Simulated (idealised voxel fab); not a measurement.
voxel self aligned contacts: a process module
190 nm wide, 5 nm square cells: that's cross-section cut.
A cross-section is written here as square cells arranged in a grid, and it is given in bands from the top down, each band taking up one or more rows of cells. The band entry comprises the height of the band's top followed by the height of its bottom, expressed in nm, and subsequently the band's materials from left to right, each stated together with its width in nm. Where a single material is marked with the word "all across", that material fills the band from edge to edge. The word "empty" represents empty space. All heights in this document are referenced to 0, defined as the level beneath which the wafer, as received, consists entirely of one material. The lowest band is not bounded below; it extends indefinitely downward and is written in the form "0 and below". You'd read "30->40" like this: the band's top row of cells is as wide as the first number, its bottom row is as wide as the second, and going down, every row changes width by the same amount as the row before did. Given "stayed the same" for a step, no cell of the cross-section differs between before and after that step. Any empty space of 8 cells or more lacking an open way to the top shows up in "Enclosed internal cavities" as width x height at distance, distance from the left edge, in nm. Step line, after settings: the simulator's comment on this step. overlay nm, on a step with a mask: how far to the right of its planned place the mask lay; to the left if negative.

## Planned process steps
1) RECEIVE (material Si)
2) OXIDIZE (depth nm 5)
3) DIRECTIONAL_DEP (material polySi; thk nm 25)
4) DIRECTIONAL_DEP (material SiN; thk nm 25)
5) PATTERN (tone cover; mask id GATE; material resist; width nm 25; pitch nm 60; thk nm 20; overlay nm -15)
6) DIRECTIONAL_ETCH (etch materials SiN; depth nm 25)
7) DIRECTIONAL_ETCH (etch materials polySi; depth nm 25)
8) STRIP (etch materials resist)
9) CONFORMAL_DEP (material SiN; thk nm 10)
10) DIRECTIONAL_ETCH (etch materials SiN; depth nm 10)
11) FILL_DEP (material SiO2; thk nm 20)
12) CMP (height nm 60)
13) DIRECTIONAL_DEP (material aC; thk nm 10)
14) PATTERN (tone open; mask id CONTACT; material resist; width nm 45; thk nm 25; overlay nm 0)
15) DIRECTIONAL_ETCH (etch materials aC; depth nm 10)
16) STRIP (etch materials resist)
17) DIRECTIONAL_ETCH (etch materials SiO2; depth nm 65)
18) STRIP (etch materials aC)
19) CONFORMAL_DEP (material TiN; thk nm 5)
20) FILL_DEP (material Ru; thk nm 10)
21) CMP (height nm 60)
22) CONFORMAL_DEP (material SiCN; thk nm 5)
For clarity, it should be stated that the wafers under discussion commence in an identical condition and differ with respect to the overlay nm of step 5, the plan indicating the value that the first wafer had.

## As-received state after step 1, first of several wafers, cross-section
	0 and below = Si all across
	Enclosed internal cavities: none

## Wafer cross-section (first of several) - module end, post step 22 (last step)
	65 down to 60 = SiCN all across
	60 down to 50 = SiO2 70 / TiN 5 / Ru 35->5 / TiN 5->35 / SiO2 75
	50 down to 25 = SiO2 25 / SiN 45 / TiN 5 / Ru 5 / TiN 5 / SiN 45 / SiO2 60
	25 down to 0 = SiO2 25 / SiN 10 / polySi 25 / SiN 10 / TiN 5 / Ru 5 / TiN 5 / SiN 10 / polySi 25 / SiN 10 / SiO2 60
	0 down to -5 = SiO2 70 / TiN 15 / SiO2 105
	-5 and below = Si all across
	Enclosed internal cavities: none

## Cross-section, last wafer, module completion
	65 down to 60 = SiCN all across
	60 down to 50 = SiO2 70 / TiN 5->35 / Ru 35->5 / TiN 5 / SiO2 75
	50 down to 25 = SiO2 55 / SiN 45 / TiN 5 / Ru 5 / TiN 5 / SiN 45 / SiO2 30
	25 down to 0 = SiO2 55 / SiN 10 / polySi 25 / SiN 10 / TiN 5 / Ru 5 / TiN 5 / SiN 10 / polySi 25 / SiN 10 / SiO2 30
	0 down to -5 = SiO2 100 / TiN 15 / SiO2 75
	-5 and below = Si all across
	Enclosed internal cavities: none

## Note: the following table is arranged by wafer, a row apiece. Each row reports the end-of-module state: per material, cells gained (+) or cells lost (-) compared with the wafer as received; closed voids follow
overlay nm -15 | +18 Ru | -38 Si | +38 SiCN | +130 SiN | +263 SiO2 | +33 TiN | +50 polySi | Enclosed internal cavities: none
overlay nm -10 | +18 Ru | -38 Si | +38 SiCN | +130 SiN | +263 SiO2 | +33 TiN | +50 polySi | Enclosed internal cavities: none
overlay nm -5 | +18 Ru | -38 Si | +38 SiCN | +130 SiN | +263 SiO2 | +33 TiN | +50 polySi | Enclosed internal cavities: none
overlay nm 0 | +18 Ru | -38 Si | +38 SiCN | +130 SiN | +263 SiO2 | +33 TiN | +50 polySi | Enclosed internal cavities: none
overlay nm 5 | +18 Ru | -38 Si | +38 SiCN | +130 SiN | +263 SiO2 | +33 TiN | +50 polySi | Enclosed internal cavities: none
overlay nm 10 | +18 Ru | -38 Si | +38 SiCN | +130 SiN | +263 SiO2 | +33 TiN | +50 polySi | Enclosed internal cavities: none
overlay nm 15 | +18 Ru | -38 Si | +38 SiCN | +130 SiN | +263 SiO2 | +33 TiN | +50 polySi | Enclosed internal cavities: none
